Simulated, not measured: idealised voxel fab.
The document below concerns the process module designated voxel capacitor over wiring.
Section cut is 240 nm wide and gridded with 5 nm square cells.
When this document writes out a cross-section, it uses a grid of square cells and lists it as bands, beginning at the top and moving down, with a band standing for one or more rows of cells. Read a band's entry like this: the first values are the height of its top and the height of its bottom in nm, and what follows is the sequence of materials from left to right, each with its width in nm. Note that "air" is empty space, and that a single material marked "full width" reaches across the band from edge to edge. The reference from which all heights are counted is 0, the level beneath which the as-received wafer is entirely one material; the lowest band, having no lower bound, proceeds downward and is written after the example "0 nm and below". Read "30..40" as a graded width: first number on top, second number at the bottom, same change between each pair of neighbouring rows. Basically "everything unchanged" means that step didn't change any cell in the cross-section. Listed in "Trapped voids": every empty space of 8 or more cells without an open way to the top. Form: width x height at distance, the distance being from the left edge, all in nm. Anything after a step's settings on that line? It's the simulator's own note about the step. overlay nm: right-of-plan distance of the mask on a masked step; negative values mean left-of-plan.
-- Planned process steps
1. RECEIVE with material Si
2. CONFORMAL_DEP with material SiO2, thk nm 15
3. DIRECTIONAL_DEP with material TiN, thk nm 5
4. DIRECTIONAL_DEP with material Ru, thk nm 25
5. DIRECTIONAL_DEP with material aC, thk nm 15
6. PATTERN with tone cover, mask id METAL_1, material resist, width nm 20, pitch nm 75, thk nm 35, overlay nm 0
7. DIRECTIONAL_ETCH with etch materials aC, depth nm 15
8. STRIP with etch materials resist
9. DIRECTIONAL_ETCH with etch materials Ru, depth nm 25
10. DIRECTIONAL_ETCH with etch materials TiN, depth nm 5
11. STRIP with etch materials aC
12. CONFORMAL_DEP with material SiCN, thk nm 5
13. FILL_DEP with material lowk, thk nm 5
14. CMP with height nm 45
15. CONFORMAL_DEP with material SiCN, thk nm 5
16. DIRECTIONAL_DEP with material SiO2, thk nm 15
17. PATTERN with tone open, mask id PLUG_1, material resist, width nm 15, thk nm 20, overlay nm 0
18. DIRECTIONAL_ETCH with etch materials SiO2, depth nm 15
19. DIRECTIONAL_ETCH with etch materials SiCN, depth nm 5
20. STRIP with etch materials resist
21. CONFORMAL_DEP with material TiN, thk nm 5
22. FILL_DEP with material Ru, thk nm 5
23. CMP with height nm 65
24. DIRECTIONAL_DEP with material TiN, thk nm 10
25. DIRECTIONAL_DEP with material HfO2, thk nm 5
26. DIRECTIONAL_DEP with material TiN, thk nm 5
27. MASKED_ETCH with tone cover, mask id UPPER_PLATE, width nm 60, etch materials TiN, depth nm 5, overlay nm 0
28. MASKED_ETCH with tone cover, mask id UPPER_PLATE, width nm 60, etch materials HfO2, depth nm 5, overlay nm 0
29. PATTERN with tone cover, mask id LOWER_PLATE, material resist, width nm 70, thk nm 15, overlay nm 0
30. DIRECTIONAL_ETCH with etch materials TiN, depth nm 10
31. STRIP with etch materials resist
32. FILL_DEP with material SiO2, thk nm 20
33. CMP with height nm 100
34. DIRECTIONAL_DEP with material aC, thk nm 10
35. PATTERN with tone open, mask id PLUG_2, material resist, width nm 15, thk nm 30, overlay nm 0
36. DIRECTIONAL_ETCH with etch materials aC, depth nm 10
37. STRIP with etch materials resist
38. DIRECTIONAL_ETCH with etch materials SiO2, depth nm 15
39. STRIP with etch materials aC
40. CONFORMAL_DEP with material TiN, thk nm 5
41. FILL_DEP with material W, thk nm 5
42. CMP with height nm 100
43. CONFORMAL_DEP with material SiCN, thk nm 5
-- The first of a set of two wafers, run to plan
-- Cross-section of the wafer at receipt, which is the condition after step 1
0 nm and below  Si full width
Trapped voids: none
-- Sectional view: wafer, after step 2
15 nm to 0 nm  SiO2 full width
Note: structure below 0 unchanged.
-- Sectional view: wafer, after step 3
20 nm to 15 nm  TiN full width
Note: structure below 15 unchanged.
-- Sectional view: wafer, after step 4
45 nm to 20 nm  Ru full width
Note: structure below 20 unchanged.
-- Sectional view: wafer, after step 5
60 nm to 45 nm  aC full width
Note: structure below 45 unchanged.
-- Sectional view: wafer, after step 6
95 nm to 60 nm  70 nm air, 20 nm resist, 55 nm air, 20 nm resist, 75 nm air
Note: structure below 60 unchanged.
-- Sectional view: wafer, after step 7
80 nm to 60 nm  70 nm air, 20 nm resist, 55 nm air, 20 nm resist, 75 nm air
60 nm to 45 nm  70 nm air, 20 nm aC, 55 nm air, 20 nm aC, 75 nm air
Note: structure below 45 unchanged.
-- Sectional view: wafer, after step 8
60 nm to 45 nm  70 nm air, 20 nm aC, 55 nm air, 20 nm aC, 75 nm air
Note: structure below 45 unchanged.
-- Sectional view: wafer, after step 9
60 nm to 45 nm  70 nm air, 20 nm aC, 55 nm air, 20 nm aC, 75 nm air
45 nm to 20 nm  70 nm air, 20 nm Ru, 55 nm air, 20 nm Ru, 75 nm air
Note: structure below 20 unchanged.
-- Sectional view: wafer, after step 10
60 nm to 45 nm  70 nm air, 20 nm aC, 55 nm air, 20 nm aC, 75 nm air
45 nm to 20 nm  70 nm air, 20 nm Ru, 55 nm air, 20 nm Ru, 75 nm air
20 nm to 15 nm  70 nm air, 20 nm TiN, 55 nm air, 20 nm TiN, 75 nm air
Note: structure below 15 unchanged.
-- Sectional view: wafer, after step 11
45 nm to 20 nm  70 nm air, 20 nm Ru, 55 nm air, 20 nm Ru, 75 nm air
Note: structure below 20 unchanged.
-- Sectional view: wafer, after step 12
50 nm to 45 nm  65 nm air, 30 nm SiCN, 45 nm air, 30 nm SiCN, 70 nm air
45 nm to 20 nm  65 nm air, 5 nm SiCN, 20 nm Ru, 5 nm SiCN, 45 nm air, 5 nm SiCN, 20 nm Ru, 5 nm SiCN, 70 nm air
20 nm to 15 nm  70 nm SiCN, 20 nm TiN, 55 nm SiCN, 20 nm TiN, 75 nm SiCN
Note: structure below 15 unchanged.
-- Sectional view: wafer, after step 13
55 nm to 50 nm  lowk full width
50 nm to 45 nm  65 nm lowk, 30 nm SiCN, 45 nm lowk, 30 nm SiCN, 70 nm lowk
45 nm to 20 nm  65 nm lowk, 5 nm SiCN, 20 nm Ru, 5 nm SiCN, 45 nm lowk, 5 nm SiCN, 20 nm Ru, 5 nm SiCN, 70 nm lowk
Note: structure below 20 unchanged.
-- Sectional view: wafer, after step 14
45 nm to 20 nm  65 nm lowk, 5 nm SiCN, 20 nm Ru, 5 nm SiCN, 45 nm lowk, 5 nm SiCN, 20 nm Ru, 5 nm SiCN, 70 nm lowk
Note: structure below 20 unchanged.
-- Sectional view: wafer, after step 15
50 nm to 45 nm  SiCN full width
Note: structure below 45 unchanged.
-- Sectional view: wafer, after step 16
65 nm to 50 nm  SiO2 full width
Note: structure below 50 unchanged.
-- Sectional view: wafer, after step 17
85 nm to 65 nm  75 nm resist, 15 nm air, 150 nm resist
Note: structure below 65 unchanged.
-- Sectional view: wafer, after step 18
85 nm to 65 nm  75 nm resist, 15 nm air, 150 nm resist
65 nm to 50 nm  75 nm SiO2, 15 nm air, 150 nm SiO2
Note: structure below 50 unchanged.
-- Sectional view: wafer, after step 19
85 nm to 65 nm  75 nm resist, 15 nm air, 150 nm resist
65 nm to 50 nm  75 nm SiO2, 15 nm air, 150 nm SiO2
50 nm to 45 nm  75 nm SiCN, 15 nm air, 150 nm SiCN
Note: structure below 45 unchanged.
-- Sectional view: wafer, after step 20
65 nm to 50 nm  75 nm SiO2, 15 nm air, 150 nm SiO2
Note: structure below 50 unchanged.
-- Sectional view: wafer, after step 21
70 nm to 65 nm  80 nm TiN, 5 nm air, 155 nm TiN
65 nm to 50 nm  75 nm SiO2, 5 nm TiN, 5 nm air, 5 nm TiN, 150 nm SiO2
50 nm to 45 nm  75 nm SiCN, 15 nm TiN, 150 nm SiCN
Note: structure below 45 unchanged.
-- Sectional view: wafer, after step 22
75 nm to 70 nm  Ru full width
70 nm to 65 nm  80 nm TiN, 5 nm Ru, 155 nm TiN
65 nm to 50 nm  75 nm SiO2, 5 nm TiN, 5 nm Ru, 5 nm TiN, 150 nm SiO2
Note: structure below 50 unchanged.
-- Sectional view: wafer, after step 23
65 nm to 50 nm  75 nm SiO2, 5 nm TiN, 5 nm Ru, 5 nm TiN, 150 nm SiO2
Note: structure below 50 unchanged.
-- Sectional view: wafer, after step 24
75 nm to 65 nm  TiN full width
Note: structure below 65 unchanged.
-- Sectional view: wafer, after step 25
80 nm to 75 nm  HfO2 full width
Note: structure below 75 unchanged.
-- Sectional view: wafer, after step 26
85 nm to 80 nm  TiN full width
Note: structure below 80 unchanged.
-- Sectional view: wafer, after step 27
85 nm to 80 nm  75 nm air, 60 nm TiN, 105 nm air
Note: structure below 80 unchanged.
-- Sectional view: wafer, after step 28
85 nm to 80 nm  75 nm air, 60 nm TiN, 105 nm air
80 nm to 75 nm  75 nm air, 60 nm HfO2, 105 nm air
Note: structure below 75 unchanged.
-- Sectional view: wafer, after step 29
100 nm to 85 nm  70 nm air, 70 nm resist, 100 nm air
85 nm to 80 nm  70 nm air, 5 nm resist, 60 nm TiN, 5 nm resist, 100 nm air
80 nm to 75 nm  70 nm air, 5 nm resist, 60 nm HfO2, 5 nm resist, 100 nm air
Note: structure below 75 unchanged.
-- Sectional view: wafer, after step 30
100 nm to 85 nm  70 nm air, 70 nm resist, 100 nm air
85 nm to 80 nm  70 nm air, 5 nm resist, 60 nm TiN, 5 nm resist, 100 nm air
80 nm to 75 nm  70 nm air, 5 nm resist, 60 nm HfO2, 5 nm resist, 100 nm air
75 nm to 65 nm  70 nm air, 70 nm TiN, 100 nm air
Note: structure below 65 unchanged.
-- Sectional view: wafer, after step 31
85 nm to 80 nm  75 nm air, 60 nm TiN, 105 nm air
80 nm to 75 nm  75 nm air, 60 nm HfO2, 105 nm air
Note: structure below 75 unchanged.
-- Sectional view: wafer, after step 32
105 nm to 85 nm  SiO2 full width
85 nm to 80 nm  75 nm SiO2, 60 nm TiN, 105 nm SiO2
80 nm to 75 nm  75 nm SiO2, 60 nm HfO2, 105 nm SiO2
75 nm to 65 nm  70 nm SiO2, 70 nm TiN, 100 nm SiO2
Note: structure below 65 unchanged.
-- Sectional view: wafer, after step 33
100 nm to 85 nm  SiO2 full width
Note: structure below 85 unchanged.
-- Sectional view: wafer, after step 34
110 nm to 100 nm  aC full width
Note: structure below 100 unchanged.
-- Sectional view: wafer, after step 35
140 nm to 110 nm  85 nm resist, 15 nm air, 140 nm resist
Note: structure below 110 unchanged.
-- Sectional view: wafer, after step 36
130 nm to 110 nm  85 nm resist, 15 nm air, 140 nm resist
110 nm to 100 nm  85 nm aC, 15 nm air, 140 nm aC
Note: structure below 100 unchanged.
-- Sectional view: wafer, after step 37
110 nm to 100 nm  85 nm aC, 15 nm air, 140 nm aC
Note: structure below 100 unchanged.
-- Sectional view: wafer, after step 38
110 nm to 100 nm  85 nm aC, 15 nm air, 140 nm aC
100 nm to 85 nm  85 nm SiO2, 15 nm air, 140 nm SiO2
Note: structure below 85 unchanged.
-- Sectional view: wafer, after step 39
100 nm to 85 nm  85 nm SiO2, 15 nm air, 140 nm SiO2
Note: structure below 85 unchanged.
-- Sectional view: wafer, after step 40
105 nm to 100 nm  90 nm TiN, 5 nm air, 145 nm TiN
100 nm to 90 nm  85 nm SiO2, 5 nm TiN, 5 nm air, 5 nm TiN, 140 nm SiO2
90 nm to 80 nm  85..75 nm SiO2, 15..60 nm TiN, 140..105 nm SiO2
Note: structure below 80 unchanged.
-- Sectional view: wafer, after step 41
110 nm to 105 nm  W full width
105 nm to 100 nm  90 nm TiN, 5 nm W, 145 nm TiN
100 nm to 90 nm  85 nm SiO2, 5 nm TiN, 5 nm W, 5 nm TiN, 140 nm SiO2
Note: structure below 90 unchanged.
-- Sectional view: wafer, after step 42
100 nm to 90 nm  85 nm SiO2, 5 nm TiN, 5 nm W, 5 nm TiN, 140 nm SiO2
Note: structure below 90 unchanged.
-- Sectional view: wafer, after step 43
105 nm to 100 nm  SiCN full width
Note: structure below 100 unchanged.
-- It is to be noted that the second wafer proceeded from the same initial state and according to the same plan as the first, although one mistake was committed in its execution; through step 2, inclusive, the two wafers share an identical history
Second wafer shown in cross-section at the time step 3 was slated to end: everything unchanged
-- Second wafer shown in cross-section at the time step 4 was slated to end
40 nm to 15 nm  Ru full width
Note: structure below 15 unchanged.
-- Second wafer shown in cross-section at the time step 5 was slated to end
55 nm to 40 nm  aC full width
Note: structure below 40 unchanged.
-- Second wafer shown in cross-section at the time step 6 was slated to end
90 nm to 55 nm  70 nm air, 20 nm resist, 55 nm air, 20 nm resist, 75 nm air
Note: structure below 55 unchanged.
-- Second wafer shown in cross-section at the time step 7 was slated to end
75 nm to 55 nm  70 nm air, 20 nm resist, 55 nm air, 20 nm resist, 75 nm air
55 nm to 40 nm  70 nm air, 20 nm aC, 55 nm air, 20 nm aC, 75 nm air
Note: structure below 40 unchanged.
-- Second wafer shown in cross-section at the time step 8 was slated to end
55 nm to 40 nm  70 nm air, 20 nm aC, 55 nm air, 20 nm aC, 75 nm air
Note: structure below 40 unchanged.
-- Second wafer shown in cross-section at the time step 9 was slated to end
55 nm to 40 nm  70 nm air, 20 nm aC, 55 nm air, 20 nm aC, 75 nm air
40 nm to 15 nm  70 nm air, 20 nm Ru, 55 nm air, 20 nm Ru, 75 nm air
Note: structure below 15 unchanged.
Second wafer shown in cross-section at the time step 10 was slated to end: everything unchanged
-- Second wafer shown in cross-section at the time step 11 was slated to end
40 nm to 15 nm  70 nm air, 20 nm Ru, 55 nm air, 20 nm Ru, 75 nm air
Note: structure below 15 unchanged.
-- Second wafer shown in cross-section at the time step 12 was slated to end
45 nm to 40 nm  65 nm air, 30 nm SiCN, 45 nm air, 30 nm SiCN, 70 nm air
40 nm to 20 nm  65 nm air, 5 nm SiCN, 20 nm Ru, 5 nm SiCN, 45 nm air, 5 nm SiCN, 20 nm Ru, 5 nm SiCN, 70 nm air
20 nm to 15 nm  70 nm SiCN, 20 nm Ru, 55 nm SiCN, 20 nm Ru, 75 nm SiCN
Note: structure below 15 unchanged.
-- Second wafer shown in cross-section at the time step 13 was slated to end
50 nm to 45 nm  lowk full width
45 nm to 40 nm  65 nm lowk, 30 nm SiCN, 45 nm lowk, 30 nm SiCN, 70 nm lowk
40 nm to 20 nm  65 nm lowk, 5 nm SiCN, 20 nm Ru, 5 nm SiCN, 45 nm lowk, 5 nm SiCN, 20 nm Ru, 5 nm SiCN, 70 nm lowk
Note: structure below 20 unchanged.
-- Second wafer shown in cross-section at the time step 14 was slated to end
45 nm to 40 nm  65 nm lowk, 30 nm SiCN, 45 nm lowk, 30 nm SiCN, 70 nm lowk
Note: structure below 40 unchanged.
-- Second wafer shown in cross-section at the time step 15 was slated to end
50 nm to 45 nm  SiCN full width
Note: structure below 45 unchanged.
-- Second wafer shown in cross-section at the time step 16 was slated to end
65 nm to 50 nm  SiO2 full width
Note: structure below 50 unchanged.
-- Second wafer shown in cross-section at the time step 17 was slated to end
85 nm to 65 nm  75 nm resist, 15 nm air, 150 nm resist
Note: structure below 65 unchanged.
-- Second wafer shown in cross-section at the time step 18 was slated to end
85 nm to 65 nm  75 nm resist, 15 nm air, 150 nm resist
65 nm to 50 nm  75 nm SiO2, 15 nm air, 150 nm SiO2
Note: structure below 50 unchanged.
-- Second wafer shown in cross-section at the time step 19 was slated to end
85 nm to 65 nm  75 nm resist, 15 nm air, 150 nm resist
65 nm to 50 nm  75 nm SiO2, 15 nm air, 150 nm SiO2
50 nm to 45 nm  75 nm SiCN, 15 nm air, 150 nm SiCN
Note: structure below 45 unchanged.
-- Second wafer shown in cross-section at the time step 20 was slated to end
65 nm to 50 nm  75 nm SiO2, 15 nm air, 150 nm SiO2
Note: structure below 50 unchanged.
-- Second wafer shown in cross-section at the time step 21 was slated to end
70 nm to 65 nm  80 nm TiN, 5 nm air, 155 nm TiN
65 nm to 50 nm  75 nm SiO2, 5 nm TiN, 5 nm air, 5 nm TiN, 150 nm SiO2
50 nm to 45 nm  75 nm SiCN, 15 nm TiN, 150 nm SiCN
Note: structure below 45 unchanged.
-- Second wafer shown in cross-section at the time step 22 was slated to end
75 nm to 70 nm  Ru full width
70 nm to 65 nm  80 nm TiN, 5 nm Ru, 155 nm TiN
65 nm to 50 nm  75 nm SiO2, 5 nm TiN, 5 nm Ru, 5 nm TiN, 150 nm SiO2
Note: structure below 50 unchanged.
-- Second wafer shown in cross-section at the time step 23 was slated to end
65 nm to 50 nm  75 nm SiO2, 5 nm TiN, 5 nm Ru, 5 nm TiN, 150 nm SiO2
Note: structure below 50 unchanged.
-- Second wafer shown in cross-section at the time step 24 was slated to end
75 nm to 65 nm  TiN full width
Note: structure below 65 unchanged.
-- Second wafer shown in cross-section at the time step 25 was slated to end
80 nm to 75 nm  HfO2 full width
Note: structure below 75 unchanged.
-- Second wafer shown in cross-section at the time step 26 was slated to end
85 nm to 80 nm  TiN full width
Note: structure below 80 unchanged.
-- Second wafer shown in cross-section at the time step 27 was slated to end
85 nm to 80 nm  75 nm air, 60 nm TiN, 105 nm air
Note: structure below 80 unchanged.
-- Second wafer shown in cross-section at the time step 28 was slated to end
85 nm to 80 nm  75 nm air, 60 nm TiN, 105 nm air
80 nm to 75 nm  75 nm air, 60 nm HfO2, 105 nm air
Note: structure below 75 unchanged.
-- Second wafer shown in cross-section at the time step 29 was slated to end
100 nm to 85 nm  70 nm air, 70 nm resist, 100 nm air
85 nm to 80 nm  70 nm air, 5 nm resist, 60 nm TiN, 5 nm resist, 100 nm air
80 nm to 75 nm  70 nm air, 5 nm resist, 60 nm HfO2, 5 nm resist, 100 nm air
Note: structure below 75 unchanged.
-- Second wafer shown in cross-section at the time step 30 was slated to end
100 nm to 85 nm  70 nm air, 70 nm resist, 100 nm air
85 nm to 80 nm  70 nm air, 5 nm resist, 60 nm TiN, 5 nm resist, 100 nm air
80 nm to 75 nm  70 nm air, 5 nm resist, 60 nm HfO2, 5 nm resist, 100 nm air
75 nm to 65 nm  70 nm air, 70 nm TiN, 100 nm air
Note: structure below 65 unchanged.
-- Second wafer shown in cross-section at the time step 31 was slated to end
85 nm to 80 nm  75 nm air, 60 nm TiN, 105 nm air
80 nm to 75 nm  75 nm air, 60 nm HfO2, 105 nm air
Note: structure below 75 unchanged.
-- Second wafer shown in cross-section at the time step 32 was slated to end
105 nm to 85 nm  SiO2 full width
85 nm to 80 nm  75 nm SiO2, 60 nm TiN, 105 nm SiO2
80 nm to 75 nm  75 nm SiO2, 60 nm HfO2, 105 nm SiO2
75 nm to 65 nm  70 nm SiO2, 70 nm TiN, 100 nm SiO2
Note: structure below 65 unchanged.
-- Second wafer shown in cross-section at the time step 33 was slated to end
100 nm to 85 nm  SiO2 full width
Note: structure below 85 unchanged.
-- Second wafer shown in cross-section at the time step 34 was slated to end
110 nm to 100 nm  aC full width
Note: structure below 100 unchanged.
-- Second wafer shown in cross-section at the time step 35 was slated to end
140 nm to 110 nm  85 nm resist, 15 nm air, 140 nm resist
Note: structure below 110 unchanged.
-- Second wafer shown in cross-section at the time step 36 was slated to end
130 nm to 110 nm  85 nm resist, 15 nm air, 140 nm resist
110 nm to 100 nm  85 nm aC, 15 nm air, 140 nm aC
Note: structure below 100 unchanged.
-- Second wafer shown in cross-section at the time step 37 was slated to end
110 nm to 100 nm  85 nm aC, 15 nm air, 140 nm aC
Note: structure below 100 unchanged.
-- Second wafer shown in cross-section at the time step 38 was slated to end
110 nm to 100 nm  85 nm aC, 15 nm air, 140 nm aC
100 nm to 85 nm  85 nm SiO2, 15 nm air, 140 nm SiO2
Note: structure below 85 unchanged.
-- Second wafer shown in cross-section at the time step 39 was slated to end
100 nm to 85 nm  85 nm SiO2, 15 nm air, 140 nm SiO2
Note: structure below 85 unchanged.
-- Second wafer shown in cross-section at the time step 40 was slated to end
105 nm to 100 nm  90 nm TiN, 5 nm air, 145 nm TiN
100 nm to 90 nm  85 nm SiO2, 5 nm TiN, 5 nm air, 5 nm TiN, 140 nm SiO2
90 nm to 80 nm  85..75 nm SiO2, 15..60 nm TiN, 140..105 nm SiO2
Note: structure below 80 unchanged.
-- Second wafer shown in cross-section at the time step 41 was slated to end
110 nm to 105 nm  W full width
105 nm to 100 nm  90 nm TiN, 5 nm W, 145 nm TiN
100 nm to 90 nm  85 nm SiO2, 5 nm TiN, 5 nm W, 5 nm TiN, 140 nm SiO2
Note: structure below 90 unchanged.
-- Second wafer shown in cross-section at the time step 42 was slated to end
100 nm to 90 nm  85 nm SiO2, 5 nm TiN, 5 nm W, 5 nm TiN, 140 nm SiO2
Note: structure below 90 unchanged.
-- Second wafer shown in cross-section at the time step 43 was slated to end
105 nm to 100 nm  SiCN full width
Note: structure below 100 unchanged.
In executing the process, a mistake was made relative to the plan: the plan's step 3 went unexecuted, having been skipped
Heads up, by the end the second wafer has more or fewer cells of some materials compared to the first: 8 more of SiCN | 8 fewer of TiN
